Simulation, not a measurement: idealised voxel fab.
Process module, titled voxel spacer lines
The cross-section on display is named cut; it measures 250 nm wide, and its cells are 5 nm squares.
A cross-section is written here as square cells arranged in a grid, and it is given in bands from the top down, each band taking up one or more rows of cells.
Each band's line starts with the height of the band's top and of its bottom, in nm. Then come its materials from left to right, each with its width in nm. One material with "everywhere" fills the band from edge to edge. "empty" is empty space.
Heads up on the height convention: 0 is the point under which the incoming wafer is all one material, and the lowest band has no bottom, it just keeps going down, like "0..down".
A width given as "30..40" starts at the first number in the band's top row and ends at the second number in its bottom row, shifting by an equal amount at every step from row to row.
Key: "remains unaltered" - step with no changed cell in the cross-section.
The list in "Closed-off voids" covers empty spaces of 8 cells or more that cannot reach the top through any open way, and it gives each as width x height at distance; the distance is from the left edge, and width, height and distance are in nm.
Heads up: the bit after the settings on a step's line is the simulator's remark on that step.
If you see "overlay nm" on a step's line and that step has a mask, it's telling you how far right of where it was planned the mask ended up; a negative number means it went left instead.
SET OUT BELOW ARE THE PLANNED STEPS OF THE PROCESS
1. RECEIVE, material Si
2. CONFORMAL_DEP, material Al2O3, thk nm 10
3. DIRECTIONAL_DEP, material polySi, thk nm 15
4. DIRECTIONAL_DEP, material aC, thk nm 30
5. PATTERN, tone cover, mask id MANDREL, material resist, width nm 20, pitch nm 70, thk nm 40, overlay nm -15
6. DIRECTIONAL_ETCH, etch materials aC, depth nm 30
7. STRIP, etch materials resist
8. CONFORMAL_DEP, material SiN, thk nm 15
9. DIRECTIONAL_ETCH, etch materials SiN, depth nm 15
10. STRIP, etch materials aC
11. DIRECTIONAL_ETCH, etch materials polySi, depth nm 15
12. STRIP, etch materials SiN
13. FILL_DEP, material SiO2, thk nm 5
14. CMP, height nm 25
Wafer-to-wafer difference: overlay nm, step 5. Common start. Plan = first wafer's value.
THE FIRST OF SEVERAL WAFERS, AS RECEIVED AFTER STEP 1, SEEN IN SECTION
- 0..down | Si everywhere
- Closed-off voids: none
THE FOLLOWING TABLE CONTAINS A ROW PER WAFER, IN WHICH ARE REPORTED, AT THE CONCLUSION OF THE MODULE, THE CELLS OF EACH MATERIAL GAINED (+) OR LOST (-) SINCE THE WAFER'S RECEIPT, WITH ITS CLOSED VOIDS GIVEN THEREAFTER
overlay nm -15; +100 Al2O3; +114 SiO2; +36 polySi; Closed-off voids: none
overlay nm -10; +100 Al2O3; +114 SiO2; +36 polySi; Closed-off voids: none
overlay nm -5; +100 Al2O3; +114 SiO2; +36 polySi; Closed-off voids: none
overlay nm 0; +100 Al2O3; +114 SiO2; +36 polySi; Closed-off voids: none
overlay nm 5; +100 Al2O3; +114 SiO2; +36 polySi; Closed-off voids: none
overlay nm 10; +100 Al2O3; +114 SiO2; +36 polySi; Closed-off voids: none
overlay nm 15; +100 Al2O3; +114 SiO2; +36 polySi; Closed-off voids: none
